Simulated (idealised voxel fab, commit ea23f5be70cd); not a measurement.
Process module heading - voxel ribs on slabs
For reference, the cross-section in this document is cut, with width 290 nm and square cells of 5 nm.
Throughout this document, each cross-section is represented as a grid of square cells and is presented as a sequence of bands enumerated from the top downward, where a band comprises one or more rows of cells.
For a band, the entry starts with two heights in nm, that of the top and then that of the bottom, and carries on with the band's materials in order from left to right, each alongside its width in nm; the word "everywhere" beside a single material means it fills the band edge to edge, and "empty" means empty space.
A quick word on heights: they are counted from 0, and under that level the wafer as it came to us is one material throughout. The lowest band is different from the rest in having no bottom; it simply continues downward, written as in "top 0, no bottom".
The width entry "30..40" should be interpreted row by row: the top row of cells in the band takes the first number, the bottom row takes the second number, and the change between adjacent rows is uniform throughout.
Take "remained unchanged" at face value: in the step it is given for, the cross-section changed in none of its cells.
Entry "Closed internal cavities". Content: empty spaces with no open connection to the top, size 8 cells or greater. Each: width x height at distance. Distance: from left edge. Unit: nm.
Read whatever lies past the settings on a step's line as the simulator's own remark about the step.
Regarding "overlay nm": on a step with a mask, it is the distance the mask lay to the right of its planned place; a negative value places it to the left.
What follows is a series of pairs. Each pair shows a cross-section before one process step and the cross-section after it, and the after view is drawn only down to the lowest band that changed. Beneath each pair is the step that lies between the two, with its settings. Pairs may come from different runs of this module on the same starting wafer, so a pair continues from the one above it only where its entry headed "Pre-process state" says so.

Pre-process state
    top 0, no bottom = Si everywhere
    Closed internal cavities: none

Section After Processing
    top 25, bottom 0 = SiO2 everywhere
    Unchanged below 0.
    Closed internal cavities: none
The two cross-sections above bracket this step: op DIRECTIONAL_DEP | material SiO2 | thk nm 25

Pre-process state: no separate figure, the pair right above already shows it after its step.

Section After Processing
    top 45, bottom 25 = SiN everywhere
    Unchanged below 25.
    Closed internal cavities: none
The two cross-sections above bracket this step: op DIRECTIONAL_DEP | material SiN | thk nm 20

Pre-process state: no separate figure, the pair right above already shows it after its step.

Section After Processing
    top 60, bottom 45 = empty 130 nm, then resist 30 nm, then empty 130 nm
    Unchanged below 45.
    Closed internal cavities: none
The two cross-sections above bracket this step: op PATTERN | tone cover | mask id RIB | material resist | width nm 30 | thk nm 15 | overlay nm 0

Pre-process state: no separate figure, the pair right above already shows it after its step.

Section After Processing
    top 60, bottom 45 = empty 130 nm, then resist 30 nm, then empty 130 nm
    top 45, bottom 35 = empty 130 nm, then SiN 30 nm, then empty 130 nm
    Unchanged below 35.
    Closed internal cavities: none
The two cross-sections above bracket this step: op DIRECTIONAL_ETCH | etch materials SiN | depth nm 10

Pre-process state: no separate figure, the pair right above already shows it after its step.

Section After Processing
    top 45, bottom 35 = empty 130 nm, then SiN 30 nm, then empty 130 nm
    Unchanged below 35.
    Closed internal cavities: none
The two cross-sections above bracket this step: op STRIP | etch materials resist

Pre-process state: no separate figure, the pair right above already shows it after its step.

Section After Processing
    top 60, bottom 50 = empty 130 nm, then aC 30 nm, then empty 130 nm
    top 50, bottom 45 = aC everywhere
    top 45, bottom 35 = aC 130 nm, then SiN 30 nm, then aC 130 nm
    Unchanged below 35.
    Closed internal cavities: none
The two cross-sections above bracket this step: op DIRECTIONAL_DEP | material aC | thk nm 15

Pre-process state: no separate figure, the pair right above already shows it after its step.

Section After Processing
    top 90, bottom 60 = empty 115 nm, then resist 60 nm, then empty 115 nm
    top 60, bottom 50 = empty 115 nm, then resist 15 nm, then aC 30 nm, then resist 15 nm, then empty 115 nm
    Unchanged below 50.
    Closed internal cavities: none
The two cross-sections above bracket this step: op PATTERN | tone cover | mask id SLAB | material resist | width nm 60 | thk nm 30 | overlay nm 0

Pre-process state: no separate figure, the pair right above already shows it after its step.

Section After Processing
    top 75, bottom 60 = empty 115 nm, then resist 60 nm, then empty 115 nm
    top 60, bottom 50 = empty 115 nm, then resist 15 nm, then aC 30 nm, then resist 15 nm, then empty 115 nm
    top 50, bottom 45 = empty 115 nm, then aC 60 nm, then empty 115 nm
    top 45, bottom 35 = empty 115 nm, then aC 15 nm, then SiN 30 nm, then aC 15 nm, then empty 115 nm
    Unchanged below 35.
    Closed internal cavities: none
The two cross-sections above bracket this step: op DIRECTIONAL_ETCH | etch materials aC | depth nm 15

Pre-process state: no separate figure, the pair right above already shows it after its step.

Section After Processing
    top 60, bottom 50 = empty 130 nm, then aC 30 nm, then empty 130 nm
    Unchanged below 50.
    Closed internal cavities: none
The two cross-sections above bracket this step: op STRIP | etch materials resist

Pre-process state: no separate figure, the pair right above already shows it after its step.

Section After Processing
    top 60, bottom 50 = empty 130 nm, then aC 30 nm, then empty 130 nm
    top 50, bottom 45 = empty 115 nm, then aC 60 nm, then empty 115 nm
    top 45, bottom 35 = empty 115 nm, then aC 15 nm, then SiN 30 nm, then aC 15 nm, then empty 115 nm
    top 35, bottom 25 = empty 115 nm, then SiN 60 nm, then empty 115 nm
    Unchanged below 25.
    Closed internal cavities: none
The two cross-sections above bracket this step: op DIRECTIONAL_ETCH | etch materials SiN | depth nm 10

Pre-process state: no separate figure, the pair right above already shows it after its step.

Section After Processing
    top 45, bottom 35 = empty 130 nm, then SiN 30 nm, then empty 130 nm
    Unchanged below 35.
    Closed internal cavities: none
The two cross-sections above bracket this step: op STRIP | etch materials aC

Pre-process state: no separate figure, the pair right above already shows it after its step.

Section After Processing
    top 70, bottom 45 = SiO2 everywhere
    top 45, bottom 35 = SiO2 130 nm, then SiN 30 nm, then SiO2 130 nm
    top 35, bottom 25 = SiO2 115 nm, then SiN 60 nm, then SiO2 115 nm
    Unchanged below 25.
    Closed internal cavities: none
The two cross-sections above bracket this step: op FILL_DEP | material SiO2 | thk nm 25

Pre-process state: no separate figure, the pair right above already shows it after its step.

Section After Processing
    top 65, bottom 45 = SiO2 everywhere
    Unchanged below 45.
    Closed internal cavities: none
The two cross-sections above bracket this step: op CMP | height nm 65

Pre-process state: no separate figure, the pair right above already shows it after its step.

Section After Processing
    top 70, bottom 65 = TiN everywhere
    Unchanged below 65.
    Closed internal cavities: none
The two cross-sections above bracket this step: op DIRECTIONAL_DEP | material TiN | thk nm 5

Pre-process state: no separate figure, the pair right above already shows it after its step.

Section After Processing
    top 85, bottom 70 = empty 125 nm, then resist 40 nm, then empty 125 nm
    Unchanged below 70.
    Closed internal cavities: none
The two cross-sections above bracket this step: op PATTERN | tone cover | mask id HEATER | material resist | width nm 40 | thk nm 15 | overlay nm 0

Pre-process state: no separate figure, the pair right above already shows it after its step.

Section After Processing
    top 85, bottom 70 = empty 125 nm, then resist 40 nm, then empty 125 nm
    top 70, bottom 65 = empty 125 nm, then TiN 40 nm, then empty 125 nm
    Unchanged below 65.
    Closed internal cavities: none
The two cross-sections above bracket this step: op DIRECTIONAL_ETCH | etch materials TiN | depth nm 5

Pre-process state: no separate figure, the pair right above already shows it after its step.

Section After Processing
    top 70, bottom 65 = empty 125 nm, then TiN 40 nm, then empty 125 nm
    Unchanged below 65.
    Closed internal cavities: none
The two cross-sections above bracket this step: op STRIP | etch materials resist

Pre-process state: no separate figure, the pair right above already shows it after its step.

Section After Processing
    top 75, bottom 70 = empty 120 nm, then SiO2 50 nm, then empty 120 nm
    top 70, bottom 65 = SiO2 125 nm, then TiN 40 nm, then SiO2 125 nm
    Unchanged below 65.
    Closed internal cavities: none
The two cross-sections above bracket this step: op CONFORMAL_DEP | material SiO2 | thk nm 5

Pre-process state
    top 25, bottom 0 = SiO2 everywhere
    top 0, no bottom = Si everywhere
    Closed internal cavities: none

Section After Processing
    top 50, bottom 0 = SiO2 everywhere
    Unchanged below 0.
    Closed internal cavities: none
The two cross-sections above bracket this step: op DIRECTIONAL_DEP | material SiO2 | thk nm 25

Pre-process state: no separate figure, the pair right above already shows it after its step.

Section After Processing
    top 70, bottom 50 = SiN everywhere
    Unchanged below 50.
    Closed internal cavities: none
The two cross-sections above bracket this step: op DIRECTIONAL_DEP | material SiN | thk nm 20

Pre-process state: no separate figure, the pair right above already shows it after its step.

Section After Processing
    top 85, bottom 70 = empty 130 nm, then resist 30 nm, then empty 130 nm
    Unchanged below 70.
    Closed internal cavities: none
The two cross-sections above bracket this step: op PATTERN | tone cover | mask id RIB | material resist | width nm 30 | thk nm 15 | overlay nm 0

Pre-process state: no separate figure, the pair right above already shows it after its step.

Section After Processing
    top 85, bottom 70 = empty 130 nm, then resist 30 nm, then empty 130 nm
    top 70, bottom 60 = empty 130 nm, then SiN 30 nm, then empty 130 nm
    Unchanged below 60.
    Closed internal cavities: none
The two cross-sections above bracket this step: op DIRECTIONAL_ETCH | etch materials SiN | depth nm 10

Pre-process state: no separate figure, the pair right above already shows it after its step.

Section After Processing
    top 70, bottom 60 = empty 130 nm, then SiN 30 nm, then empty 130 nm
    Unchanged below 60.
    Closed internal cavities: none
The two cross-sections above bracket this step: op STRIP | etch materials resist

Pre-process state: no separate figure, the pair right above already shows it after its step.

Section After Processing
    top 85, bottom 75 = empty 130 nm, then aC 30 nm, then empty 130 nm
    top 75, bottom 70 = aC everywhere
    top 70, bottom 60 = aC 130 nm, then SiN 30 nm, then aC 130 nm
    Unchanged below 60.
    Closed internal cavities: none
The two cross-sections above bracket this step: op DIRECTIONAL_DEP | material aC | thk nm 15

Pre-process state: no separate figure, the pair right above already shows it after its step.

Section After Processing
    top 115, bottom 85 = empty 115 nm, then resist 60 nm, then empty 115 nm
    top 85, bottom 75 = empty 115 nm, then resist 15 nm, then aC 30 nm, then resist 15 nm, then empty 115 nm
    Unchanged below 75.
    Closed internal cavities: none
The two cross-sections above bracket this step: op PATTERN | tone cover | mask id SLAB | material resist | width nm 60 | thk nm 30 | overlay nm 0

Pre-process state: no separate figure, the pair right above already shows it after its step.

Section After Processing
    top 100, bottom 85 = empty 115 nm, then resist 60 nm, then empty 115 nm
    top 85, bottom 75 = empty 115 nm, then resist 15 nm, then aC 30 nm, then resist 15 nm, then empty 115 nm
    top 75, bottom 70 = empty 115 nm, then aC 60 nm, then empty 115 nm
    top 70, bottom 60 = empty 115 nm, then aC 15 nm, then SiN 30 nm, then aC 15 nm, then empty 115 nm
    Unchanged below 60.
    Closed internal cavities: none
The two cross-sections above bracket this step: op DIRECTIONAL_ETCH | etch materials aC | depth nm 15

Pre-process state: no separate figure, the pair right above already shows it after its step.

Section After Processing
    top 85, bottom 75 = empty 130 nm, then aC 30 nm, then empty 130 nm
    Unchanged below 75.
    Closed internal cavities: none
The two cross-sections above bracket this step: op STRIP | etch materials resist

Pre-process state: no separate figure, the pair right above already shows it after its step.

Section After Processing
    top 85, bottom 75 = empty 130 nm, then aC 30 nm, then empty 130 nm
    top 75, bottom 70 = empty 115 nm, then aC 60 nm, then empty 115 nm
    top 70, bottom 60 = empty 115 nm, then aC 15 nm, then SiN 30 nm, then aC 15 nm, then empty 115 nm
    top 60, bottom 50 = empty 115 nm, then SiN 60 nm, then empty 115 nm
    Unchanged below 50.
    Closed internal cavities: none
The two cross-sections above bracket this step: op DIRECTIONAL_ETCH | etch materials SiN | depth nm 10

Pre-process state: no separate figure, the pair right above already shows it after its step.

Section After Processing
    top 70, bottom 60 = empty 130 nm, then SiN 30 nm, then empty 130 nm
    Unchanged below 60.
    Closed internal cavities: none
The two cross-sections above bracket this step: op STRIP | etch materials aC

Pre-process state: no separate figure, the pair right above already shows it after its step.

Section After Processing
    top 95, bottom 70 = SiO2 everywhere
    top 70, bottom 60 = SiO2 130 nm, then SiN 30 nm, then SiO2 130 nm
    top 60, bottom 50 = SiO2 115 nm, then SiN 60 nm, then SiO2 115 nm
    Unchanged below 50.
    Closed internal cavities: none
The two cross-sections above bracket this step: op FILL_DEP | material SiO2 | thk nm 25

Pre-process state: no separate figure, the pair right above already shows it after its step.

Section After Processing
    top 65, bottom 60 = SiO2 130 nm, then SiN 30 nm, then SiO2 130 nm
    Unchanged below 60.
    Closed internal cavities: none
The two cross-sections above bracket this step: op CMP | height nm 65

Pre-process state: no separate figure, the pair right above already shows it after its step.

Section After Processing
    top 70, bottom 65 = TiN everywhere
    Unchanged below 65.
    Closed internal cavities: none
The two cross-sections above bracket this step: op DIRECTIONAL_DEP | material TiN | thk nm 5

Pre-process state: no separate figure, the pair right above already shows it after its step.

Section After Processing
    top 85, bottom 70 = empty 125 nm, then resist 40 nm, then empty 125 nm
    Unchanged below 70.
    Closed internal cavities: none
The two cross-sections above bracket this step: op PATTERN | tone cover | mask id HEATER | material resist | width nm 40 | thk nm 15 | overlay nm 0

Pre-process state: no separate figure, the pair right above already shows it after its step.

Section After Processing
    top 85, bottom 70 = empty 125 nm, then resist 40 nm, then empty 125 nm
    top 70, bottom 65 = empty 125 nm, then TiN 40 nm, then empty 125 nm
    Unchanged below 65.
    Closed internal cavities: none
The two cross-sections above bracket this step: op DIRECTIONAL_ETCH | etch materials TiN | depth nm 5

Pre-process state: no separate figure, the pair right above already shows it after its step.

Section After Processing
    top 70, bottom 65 = empty 125 nm, then TiN 40 nm, then empty 125 nm
    Unchanged below 65.
    Closed internal cavities: none
The two cross-sections above bracket this step: op STRIP | etch materials resist

Pre-process state: no separate figure, the pair right above already shows it after its step.

Section After Processing
    top 75, bottom 70 = empty 120 nm, then SiO2 50 nm, then empty 120 nm
    top 70, bottom 65 = SiO2 125 nm, then TiN 40 nm, then SiO2 125 nm
    Unchanged below 65.
    Closed internal cavities: none
The two cross-sections above bracket this step: op CONFORMAL_DEP | material SiO2 | thk nm 5

Pre-process state
    top 0, no bottom = Si everywhere
    Closed internal cavities: none

Section After Processing
    top 20, bottom 0 = SiN everywhere
    Unchanged below 0.
    Closed internal cavities: none
The two cross-sections above bracket this step: op DIRECTIONAL_DEP | material SiN | thk nm 20

Pre-process state: no separate figure, the pair right above already shows it after its step.

Section After Processing
    top 45, bottom 20 = SiO2 everywhere
    Unchanged below 20.
    Closed internal cavities: none
The two cross-sections above bracket this step: op DIRECTIONAL_DEP | material SiO2 | thk nm 25

Pre-process state: no separate figure, the pair right above already shows it after its step.

Section After Processing
    top 60, bottom 45 = empty 130 nm, then resist 30 nm, then empty 130 nm
    Unchanged below 45.
    Closed internal cavities: none
The two cross-sections above bracket this step: op PATTERN | tone cover | mask id RIB | material resist | width nm 30 | thk nm 15 | overlay nm 0

Pre-process state: no separate figure, the pair right above already shows it after its step.

Section After Processing
    top 45, bottom 20 = SiO2 everywhere
    Unchanged below 20.
    Closed internal cavities: none
The two cross-sections above bracket this step: op STRIP | etch materials resist

Pre-process state: no separate figure, the pair right above already shows it after its step.

Section After Processing
    top 60, bottom 45 = aC everywhere
    Unchanged below 45.
    Closed internal cavities: none
The two cross-sections above bracket this step: op DIRECTIONAL_DEP | material aC | thk nm 15

Pre-process state: no separate figure, the pair right above already shows it after its step.

Section After Processing
    top 90, bottom 60 = empty 115 nm, then resist 60 nm, then empty 115 nm
    Unchanged below 60.
    Closed internal cavities: none
The two cross-sections above bracket this step: op PATTERN | tone cover | mask id SLAB | material resist | width nm 60 | thk nm 30 | overlay nm 0

Pre-process state: no separate figure, the pair right above already shows it after its step.

Section After Processing
    top 75, bottom 60 = empty 115 nm, then resist 60 nm, then empty 115 nm
    top 60, bottom 45 = empty 115 nm, then aC 60 nm, then empty 115 nm
    Unchanged below 45.
    Closed internal cavities: none
The two cross-sections above bracket this step: op DIRECTIONAL_ETCH | etch materials aC | depth nm 15

Pre-process state: no separate figure, the pair right above already shows it after its step.

Section After Processing
    top 60, bottom 45 = empty 115 nm, then aC 60 nm, then empty 115 nm
    Unchanged below 45.
    Closed internal cavities: none
The two cross-sections above bracket this step: op STRIP | etch materials resist

Pre-process state: no separate figure, the pair right above already shows it after its step.

Section After Processing
    top 45, bottom 20 = SiO2 everywhere
    Unchanged below 20.
    Closed internal cavities: none
The two cross-sections above bracket this step: op STRIP | etch materials aC

Pre-process state: no separate figure, the pair right above already shows it after its step.

Section After Processing
    top 70, bottom 20 = SiO2 everywhere
    Unchanged below 20.
    Closed internal cavities: none
The two cross-sections above bracket this step: op FILL_DEP | material SiO2 | thk nm 25

Pre-process state: no separate figure, the pair right above already shows it after its step.

Section After Processing
    top 65, bottom 20 = SiO2 everywhere
    Unchanged below 20.
    Closed internal cavities: none
The two cross-sections above bracket this step: op CMP | height nm 65

Pre-process state: no separate figure, the pair right above already shows it after its step.

Section After Processing
    top 70, bottom 65 = TiN everywhere
    Unchanged below 65.
    Closed internal cavities: none
The two cross-sections above bracket this step: op DIRECTIONAL_DEP | material TiN | thk nm 5

Pre-process state: no separate figure, the pair right above already shows it after its step.

Section After Processing
    top 85, bottom 70 = empty 125 nm, then resist 40 nm, then empty 125 nm
    Unchanged below 70.
    Closed internal cavities: none
The two cross-sections above bracket this step: op PATTERN | tone cover | mask id HEATER | material resist | width nm 40 | thk nm 15 | overlay nm 0

Pre-process state: no separate figure, the pair right above already shows it after its step.

Section After Processing
    top 85, bottom 70 = empty 125 nm, then resist 40 nm, then empty 125 nm
    top 70, bottom 65 = empty 125 nm, then TiN 40 nm, then empty 125 nm
    Unchanged below 65.
    Closed internal cavities: none
The two cross-sections above bracket this step: op DIRECTIONAL_ETCH | etch materials TiN | depth nm 5

Pre-process state: no separate figure, the pair right above already shows it after its step.

Section After Processing
    top 70, bottom 65 = empty 125 nm, then TiN 40 nm, then empty 125 nm
    Unchanged below 65.
    Closed internal cavities: none
The two cross-sections above bracket this step: op STRIP | etch materials resist

Pre-process state: no separate figure, the pair right above already shows it after its step.

Section After Processing
    top 75, bottom 70 = empty 120 nm, then SiO2 50 nm, then empty 120 nm
    top 70, bottom 65 = SiO2 125 nm, then TiN 40 nm, then SiO2 125 nm
    Unchanged below 65.
    Closed internal cavities: none
The two cross-sections above bracket this step: op CONFORMAL_DEP | material SiO2 | thk nm 5

Pre-process state
    top 25, bottom 0 = SiO2 everywhere
    top 0, no bottom = Si everywhere
    Closed internal cavities: none

Section After Processing
    top 55, bottom 25 = SiN everywhere
    Unchanged below 25.
    Closed internal cavities: none
The two cross-sections above bracket this step: op DIRECTIONAL_DEP | material SiN | thk nm 30

Pre-process state: no separate figure, the pair right above already shows it after its step.

Section After Processing
    top 70, bottom 55 = empty 130 nm, then resist 30 nm, then empty 130 nm
    Unchanged below 55.
    Closed internal cavities: none
The two cross-sections above bracket this step: op PATTERN | tone cover | mask id RIB | material resist | width nm 30 | thk nm 15 | overlay nm 0

Pre-process state: no separate figure, the pair right above already shows it after its step.

Section After Processing
    top 70, bottom 55 = empty 130 nm, then resist 30 nm, then empty 130 nm
    top 55, bottom 45 = empty 130 nm, then SiN 30 nm, then empty 130 nm
    Unchanged below 45.
    Closed internal cavities: none
The two cross-sections above bracket this step: op DIRECTIONAL_ETCH | etch materials SiN | depth nm 10

Pre-process state: no separate figure, the pair right above already shows it after its step.

Section After Processing
    top 55, bottom 45 = empty 130 nm, then SiN 30 nm, then empty 130 nm
    Unchanged below 45.
    Closed internal cavities: none
The two cross-sections above bracket this step: op STRIP | etch materials resist

Pre-process state: no separate figure, the pair right above already shows it after its step.

Section After Processing
    top 70, bottom 60 = empty 130 nm, then aC 30 nm, then empty 130 nm
    top 60, bottom 55 = aC everywhere
    top 55, bottom 45 = aC 130 nm, then SiN 30 nm, then aC 130 nm
    Unchanged below 45.
    Closed internal cavities: none
The two cross-sections above bracket this step: op DIRECTIONAL_DEP | material aC | thk nm 15

Pre-process state: no separate figure, the pair right above already shows it after its step.

Section After Processing
    top 100, bottom 70 = empty 115 nm, then resist 60 nm, then empty 115 nm
    top 70, bottom 60 = empty 115 nm, then resist 15 nm, then aC 30 nm, then resist 15 nm, then empty 115 nm
    Unchanged below 60.
    Closed internal cavities: none
The two cross-sections above bracket this step: op PATTERN | tone cover | mask id SLAB | material resist | width nm 60 | thk nm 30 | overlay nm 0

Pre-process state: no separate figure, the pair right above already shows it after its step.

Section After Processing
    top 85, bottom 70 = empty 115 nm, then resist 60 nm, then empty 115 nm
    top 70, bottom 60 = empty 115 nm, then resist 15 nm, then aC 30 nm, then resist 15 nm, then empty 115 nm
    top 60, bottom 55 = empty 115 nm, then aC 60 nm, then empty 115 nm
    top 55, bottom 45 = empty 115 nm, then aC 15 nm, then SiN 30 nm, then aC 15 nm, then empty 115 nm
    Unchanged below 45.
    Closed internal cavities: none
The two cross-sections above bracket this step: op DIRECTIONAL_ETCH | etch materials aC | depth nm 15

Pre-process state: no separate figure, the pair right above already shows it after its step.

Section After Processing
    top 70, bottom 60 = empty 130 nm, then aC 30 nm, then empty 130 nm
    Unchanged below 60.
    Closed internal cavities: none
The two cross-sections above bracket this step: op STRIP | etch materials resist

Pre-process state: no separate figure, the pair right above already shows it after its step.

Section After Processing
    top 70, bottom 60 = empty 130 nm, then aC 30 nm, then empty 130 nm
    top 60, bottom 55 = empty 115 nm, then aC 60 nm, then empty 115 nm
    top 55, bottom 45 = empty 115 nm, then aC 15 nm, then SiN 30 nm, then aC 15 nm, then empty 115 nm
    top 45, bottom 35 = empty 115 nm, then SiN 60 nm, then empty 115 nm
    Unchanged below 35.
    Closed internal cavities: none
The two cross-sections above bracket this step: op DIRECTIONAL_ETCH | etch materials SiN | depth nm 10

Pre-process state: no separate figure, the pair right above already shows it after its step.

Section After Processing
    top 55, bottom 45 = empty 130 nm, then SiN 30 nm, then empty 130 nm
    Unchanged below 45.
    Closed internal cavities: none
The two cross-sections above bracket this step: op STRIP | etch materials aC

Pre-process state: no separate figure, the pair right above already shows it after its step.

Section After Processing
    top 80, bottom 55 = SiO2 everywhere
    top 55, bottom 45 = SiO2 130 nm, then SiN 30 nm, then SiO2 130 nm
    top 45, bottom 35 = SiO2 115 nm, then SiN 60 nm, then SiO2 115 nm
    Unchanged below 35.
    Closed internal cavities: none
The two cross-sections above bracket this step: op FILL_DEP | material SiO2 | thk nm 25

Pre-process state: no separate figure, the pair right above already shows it after its step.

Section After Processing
    top 65, bottom 55 = SiO2 everywhere
    Unchanged below 55.
    Closed internal cavities: none
The two cross-sections above bracket this step: op CMP | height nm 65

Pre-process state: no separate figure, the pair right above already shows it after its step.

Section After Processing
    top 70, bottom 65 = TiN everywhere
    Unchanged below 65.
    Closed internal cavities: none
The two cross-sections above bracket this step: op DIRECTIONAL_DEP | material TiN | thk nm 5

Pre-process state: no separate figure, the pair right above already shows it after its step.

Section After Processing
    top 85, bottom 70 = empty 125 nm, then resist 40 nm, then empty 125 nm
    Unchanged below 70.
    Closed internal cavities: none
The two cross-sections above bracket this step: op PATTERN | tone cover | mask id HEATER | material resist | width nm 40 | thk nm 15 | overlay nm 0

Pre-process state: no separate figure, the pair right above already shows it after its step.

Section After Processing
    top 85, bottom 70 = empty 125 nm, then resist 40 nm, then empty 125 nm
    top 70, bottom 65 = empty 125 nm, then TiN 40 nm, then empty 125 nm
    Unchanged below 65.
    Closed internal cavities: none
The two cross-sections above bracket this step: op DIRECTIONAL_ETCH | etch materials TiN | depth nm 5

Pre-process state: no separate figure, the pair right above already shows it after its step.

Section After Processing
    top 70, bottom 65 = empty 125 nm, then TiN 40 nm, then empty 125 nm
    Unchanged below 65.
    Closed internal cavities: none
The two cross-sections above bracket this step: op STRIP | etch materials resist

Pre-process state: no separate figure, the pair right above already shows it after its step.

Section After Processing
    top 75, bottom 70 = empty 120 nm, then SiO2 50 nm, then empty 120 nm
    top 70, bottom 65 = SiO2 125 nm, then TiN 40 nm, then SiO2 125 nm
    Unchanged below 65.
    Closed internal cavities: none
The two cross-sections above bracket this step: op CONFORMAL_DEP | material SiO2 | thk nm 5

Pre-process state
    top 45, bottom 25 = SiN everywhere
    top 25, bottom 0 = SiO2 everywhere
    top 0, no bottom = Si everywhere
    Closed internal cavities: none

Section After Processing
    top 60, bottom 45 = empty 125 nm, then resist 40 nm, then empty 125 nm
    Unchanged below 45.
    Closed internal cavities: none
The two cross-sections above bracket this step: op PATTERN | tone cover | mask id RIB | material resist | width nm 40 | thk nm 15 | overlay nm 0

Pre-process state: no separate figure, the pair right above already shows it after its step.

Section After Processing
    top 60, bottom 45 = empty 125 nm, then resist 40 nm, then empty 125 nm
    top 45, bottom 35 = empty 125 nm, then SiN 40 nm, then empty 125 nm
    Unchanged below 35.
    Closed internal cavities: none
The two cross-sections above bracket this step: op DIRECTIONAL_ETCH | etch materials SiN | depth nm 10

Pre-process state: no separate figure, the pair right above already shows it after its step.

Section After Processing
    top 45, bottom 35 = empty 125 nm, then SiN 40 nm, then empty 125 nm
    Unchanged below 35.
    Closed internal cavities: none
The two cross-sections above bracket this step: op STRIP | etch materials resist

Pre-process state: no separate figure, the pair right above already shows it after its step.

Section After Processing
    top 60, bottom 50 = empty 125 nm, then aC 40 nm, then empty 125 nm
    top 50, bottom 45 = aC everywhere
    top 45, bottom 35 = aC 125 nm, then SiN 40 nm, then aC 125 nm
    Unchanged below 35.
    Closed internal cavities: none
The two cross-sections above bracket this step: op DIRECTIONAL_DEP | material aC | thk nm 15

Pre-process state: no separate figure, the pair right above already shows it after its step.

Section After Processing
    top 90, bottom 60 = empty 115 nm, then resist 60 nm, then empty 115 nm
    top 60, bottom 50 = empty 115 nm, then resist 10 nm, then aC 40 nm, then resist 10 nm, then empty 115 nm
    Unchanged below 50.
    Closed internal cavities: none
The two cross-sections above bracket this step: op PATTERN | tone cover | mask id SLAB | material resist | width nm 60 | thk nm 30 | overlay nm 0

Pre-process state: no separate figure, the pair right above already shows it after its step.

Section After Processing
    top 75, bottom 60 = empty 115 nm, then resist 60 nm, then empty 115 nm
    top 60, bottom 50 = empty 115 nm, then resist 10 nm, then aC 40 nm, then resist 10 nm, then empty 115 nm
    top 50, bottom 45 = empty 115 nm, then aC 60 nm, then empty 115 nm
    top 45, bottom 35 = empty 115 nm, then aC 10 nm, then SiN 40 nm, then aC 10 nm, then empty 115 nm
    Unchanged below 35.
    Closed internal cavities: none
The two cross-sections above bracket this step: op DIRECTIONAL_ETCH | etch materials aC | depth nm 15

Pre-process state: no separate figure, the pair right above already shows it after its step.

Section After Processing
    top 60, bottom 50 = empty 125 nm, then aC 40 nm, then empty 125 nm
    Unchanged below 50.
    Closed internal cavities: none
The two cross-sections above bracket this step: op STRIP | etch materials resist

Pre-process state: no separate figure, the pair right above already shows it after its step.

Section After Processing
    top 60, bottom 50 = empty 125 nm, then aC 40 nm, then empty 125 nm
    top 50, bottom 45 = empty 115 nm, then aC 60 nm, then empty 115 nm
    top 45, bottom 35 = empty 115 nm, then aC 10 nm, then SiN 40 nm, then aC 10 nm, then empty 115 nm
    top 35, bottom 25 = empty 115 nm, then SiN 60 nm, then empty 115 nm
    Unchanged below 25.
    Closed internal cavities: none
The two cross-sections above bracket this step: op DIRECTIONAL_ETCH | etch materials SiN | depth nm 10

Pre-process state: no separate figure, the pair right above already shows it after its step.

Section After Processing
    top 45, bottom 35 = empty 125 nm, then SiN 40 nm, then empty 125 nm
    Unchanged below 35.
    Closed internal cavities: none
The two cross-sections above bracket this step: op STRIP | etch materials aC

Pre-process state: no separate figure, the pair right above already shows it after its step.

Section After Processing
    top 70, bottom 45 = SiO2 everywhere
    top 45, bottom 35 = SiO2 125 nm, then SiN 40 nm, then SiO2 125 nm
    top 35, bottom 25 = SiO2 115 nm, then SiN 60 nm, then SiO2 115 nm
    Unchanged below 25.
    Closed internal cavities: none
The two cross-sections above bracket this step: op FILL_DEP | material SiO2 | thk nm 25

Pre-process state: no separate figure, the pair right above already shows it after its step.

Section After Processing
    top 65, bottom 45 = SiO2 everywhere
    Unchanged below 45.
    Closed internal cavities: none
The two cross-sections above bracket this step: op CMP | height nm 65

Pre-process state: no separate figure, the pair right above already shows it after its step.

Section After Processing
    top 70, bottom 65 = TiN everywhere
    Unchanged below 65.
    Closed internal cavities: none
The two cross-sections above bracket this step: op DIRECTIONAL_DEP | material TiN | thk nm 5

Pre-process state: no separate figure, the pair right above already shows it after its step.

Section After Processing
    top 85, bottom 70 = empty 125 nm, then resist 40 nm, then empty 125 nm
    Unchanged below 70.
    Closed internal cavities: none
The two cross-sections above bracket this step: op PATTERN | tone cover | mask id HEATER | material resist | width nm 40 | thk nm 15 | overlay nm 0

Pre-process state: no separate figure, the pair right above already shows it after its step.

Section After Processing
    top 85, bottom 70 = empty 125 nm, then resist 40 nm, then empty 125 nm
    top 70, bottom 65 = empty 125 nm, then TiN 40 nm, then empty 125 nm
    Unchanged below 65.
    Closed internal cavities: none
The two cross-sections above bracket this step: op DIRECTIONAL_ETCH | etch materials TiN | depth nm 5

Pre-process state: no separate figure, the pair right above already shows it after its step.

Section After Processing
    top 70, bottom 65 = empty 125 nm, then TiN 40 nm, then empty 125 nm
    Unchanged below 65.
    Closed internal cavities: none
The two cross-sections above bracket this step: op STRIP | etch materials resist

Pre-process state: no separate figure, the pair right above already shows it after its step.

Section After Processing
    top 75, bottom 70 = empty 120 nm, then SiO2 50 nm, then empty 120 nm
    top 70, bottom 65 = SiO2 125 nm, then TiN 40 nm, then SiO2 125 nm
    Unchanged below 65.
    Closed internal cavities: none
The two cross-sections above bracket this step: op CONFORMAL_DEP | material SiO2 | thk nm 5

Pre-process state
    top 70, bottom 65 = TiN everywhere
    top 65, bottom 45 = SiO2 everywhere
    top 45, bottom 35 = SiO2 130 nm, then SiN 30 nm, then SiO2 130 nm
    top 35, bottom 25 = SiO2 115 nm, then SiN 60 nm, then SiO2 115 nm
    top 25, bottom 0 = SiO2 everywhere
    top 0, no bottom = Si everywhere
    Closed internal cavities: none

Section After Processing
    top 85, bottom 70 = empty 115 nm, then resist 40 nm, then empty 135 nm
    Unchanged below 70.
    Closed internal cavities: none
The two cross-sections above bracket this step: op PATTERN | tone cover | mask id HEATER | material resist | width nm 40 | thk nm 15 | overlay nm -10

Pre-process state: no separate figure, the pair right above already shows it after its step.

Section After Processing
    top 85, bottom 70 = empty 115 nm, then resist 40 nm, then empty 135 nm
    top 70, bottom 65 = empty 115 nm, then TiN 40 nm, then empty 135 nm
    Unchanged below 65.
    Closed internal cavities: none
The two cross-sections above bracket this step: op DIRECTIONAL_ETCH | etch materials TiN | depth nm 5

Pre-process state: no separate figure, the pair right above already shows it after its step.

Section After Processing
    top 70, bottom 65 = empty 115 nm, then TiN 40 nm, then empty 135 nm
    Unchanged below 65.
    Closed internal cavities: none
The two cross-sections above bracket this step: op STRIP | etch materials resist
